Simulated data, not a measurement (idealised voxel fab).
The name of this process module is voxel ribs on slabs.
cross-section cut | 265 nm wide | cells 5 nm
A cross-section in this document is a grid of square cells, and it is written down as bands, the top band listed before the ones below it; a band is made up of one or more rows of cells. Top height, bottom height, nm. Materials left to right, width each, nm. Single material + "everywhere" = fills band edge to edge. "air" = empty. Below 0: as-received wafer, all one material; heights counted from there. Lowest band: no bottom, goes on down, written "top 0, no bottom". You'd read "30..40" like this: the band's top row of cells is as wide as the first number, its bottom row is as wide as the second, and going down, every row changes width by the same amount as the row before did. Given "no alterations made" for a step, no cell of the cross-section differs between before and after that step. "Closed cavities" enumerates empty spaces isolated from the top, with no open way to it, that contain at least 8 cells, giving each as width x height at distance from the left edge, all three in nm. after a step's settings: what the simulator itself notes on the step. "overlay nm" denotes, for a step that has a mask, the displacement of the mask to the right of its planned place, with negative values corresponding to the left.
Set out below are the planned steps of the process
1) RECEIVE with material Si
2) DIRECTIONAL_DEP with material SiO2, thk nm 30
3) DIRECTIONAL_DEP with material polySi, thk nm 20
4) PATTERN with tone cover, mask id RIB, material resist, width nm 30, thk nm 15, overlay nm 0
5) DIRECTIONAL_ETCH with etch materials polySi, depth nm 5
6) STRIP with etch materials resist
7) MASKED_ETCH with tone cover, mask id SLAB, width nm 60, etch materials polySi, depth nm 15, overlay nm 0
8) FILL_DEP with material SiO2, thk nm 20
9) CMP with height nm 60
10) DIRECTIONAL_DEP with material TiN, thk nm 10
11) PATTERN with tone cover, mask id HEATER, material resist, width nm 40, thk nm 15, overlay nm 0
12) DIRECTIONAL_ETCH with etch materials TiN, depth nm 10
13) STRIP with etch materials resist
14) CONFORMAL_DEP with material SiN, thk nm 10
As received (post step 1): cross-section
	top 0, no bottom  Si everywhere
	Closed cavities: none
Looking at the first of two wafers in cross-section at end of module - ran to plan
	top 80, bottom 70  air: 100, then SiN: 60, then air: 105
	top 70, bottom 60  SiN: 110, then TiN: 40, then SiN: 115
	top 60, bottom 50  SiO2 everywhere
	top 50, bottom 45  SiO2: 115, then polySi: 30, then SiO2: 120
	top 45, bottom 30  SiO2: 100, then polySi: 60, then SiO2: 105
	top 30, bottom 0  SiO2 everywhere
	top 0, no bottom  Si everywhere
	Closed cavities: none
Second wafer at the end: like start, like plan, one mistake
	top 80, bottom 70  air: 100, then SiN: 60, then air: 105
	top 70, bottom 60  SiN: 110, then TiN: 40, then SiN: 115
	top 60, bottom 20  SiO2 everywhere
	top 20, bottom 0  polySi everywhere
	top 0, no bottom  Si everywhere
	Closed cavities: none
So what did we get wrong on this run? steps 2 and 3 traded places in the executed sequence
Heads up, by the end the second wafer has more or fewer cells of some materials compared to the first: SiO2: 170 fewer | polySi: 170 more
